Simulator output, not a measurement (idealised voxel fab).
The following is a process module called voxel quadruple lines.
Square cells of 5 nm make up the cross-section cut, whose width is 220 nm.
For the purposes of this document, a cross-section shall be understood as a grid of square cells, specified as bands listed in top-to-bottom order, each band consisting of one or more rows of cells.
Basically the band line says how high the top is and how high the bottom is, in nm, and then what's in it from left to right, every material with its width in nm. Empty space shows up as "blank", and if a single material carries "all across" it runs the full band edge to edge.
Counting heights begins at 0, where everything beneath is, in the wafer as received, one material. The lowest band has no bottom; it goes on downwards, as "0..down" shows.
Read "30..40" as a graded width: first number on top, second number at the bottom, same change between each pair of neighbouring rows.
It should be understood that the words "no alteration", when stated for a given step, signify that the cross-section underwent no change in any of its cells during that step.
"Closed void register" - sealed voids, min. 8 cells, no opening to top; format: width x height at distance (distance from left edge; nm throughout).
Step line, after settings: the simulator's comment on this step.
overlay nm: step with mask; distance mask lay right of planned place; negative value = left of planned place.
Planned step list for the process
| 1 | op RECEIVE | material Si |
| 2 | op CONFORMAL_DEP | material SiO2 | thk nm 5 |
| 3 | op DIRECTIONAL_DEP | material W | thk nm 15 |
| 4 | op DIRECTIONAL_DEP | material polySi | thk nm 20 |
| 5 | op DIRECTIONAL_DEP | material aC | thk nm 20 |
| 6 | op PATTERN | tone cover | mask id MANDREL | material resist | width nm 25 | thk nm 30 | overlay nm 0 |
| 7 | op DIRECTIONAL_ETCH | etch materials aC | depth nm 20 |
| 8 | op STRIP | etch materials resist |
| 9 | op CONFORMAL_DEP | material SiO2 | thk nm 15 |
| 10 | op DIRECTIONAL_ETCH | etch materials SiO2 | depth nm 15 |
| 11 | op STRIP | etch materials aC |
| 12 | op DIRECTIONAL_ETCH | etch materials polySi | depth nm 20 |
| 13 | op STRIP | etch materials SiO2 |
| 14 | op CONFORMAL_DEP | material SiCN | thk nm 5 |
| 15 | op DIRECTIONAL_ETCH | etch materials SiCN | depth nm 5 |
| 16 | op STRIP | etch materials polySi |
| 17 | op DIRECTIONAL_ETCH | etch materials W | depth nm 15 |
| 18 | op STRIP | etch materials SiCN |
| 19 | op FILL_DEP | material lowk | thk nm 10 |
| 20 | op CMP | height nm 20 |
Wafer as received: cross-section following step 1
- 0..down: Si all across
- Closed void register: none
Here's the cross-section of the first of our two wafers at the end of the module - it ran as planned
- 20..5: 75 nm lowk, then 5 nm W, then 15 nm lowk, then 5 nm W, then 15 nm lowk, then 5 nm W, then 15 nm lowk, then 5 nm W, then 80 nm lowk
- 5..0: SiO2 all across
- 0..down: Si all across
- Closed void register: none
Same start, same plan as the first wafer - but one mistake in the run. Cross-section of the second of the two at the end of the module
- 20..15: lowk all across
- 15..5: 75 nm lowk, then 5 nm W, then 15 nm lowk, then 5 nm W, then 15 nm lowk, then 5 nm W, then 15 nm lowk, then 5 nm W, then 80 nm lowk
- 5..0: SiO2 all across
- 0..down: Si all across
- Closed void register: none
The mistake made against the process plan was this: step 3 did not use the planned setting and instead ran as op DIRECTIONAL_DEP | material W | thk nm 10
Bottom line after processing is that, in cells, the second wafer is up or down on some materials versus the first: 4 fewer of W, 4 more of lowk
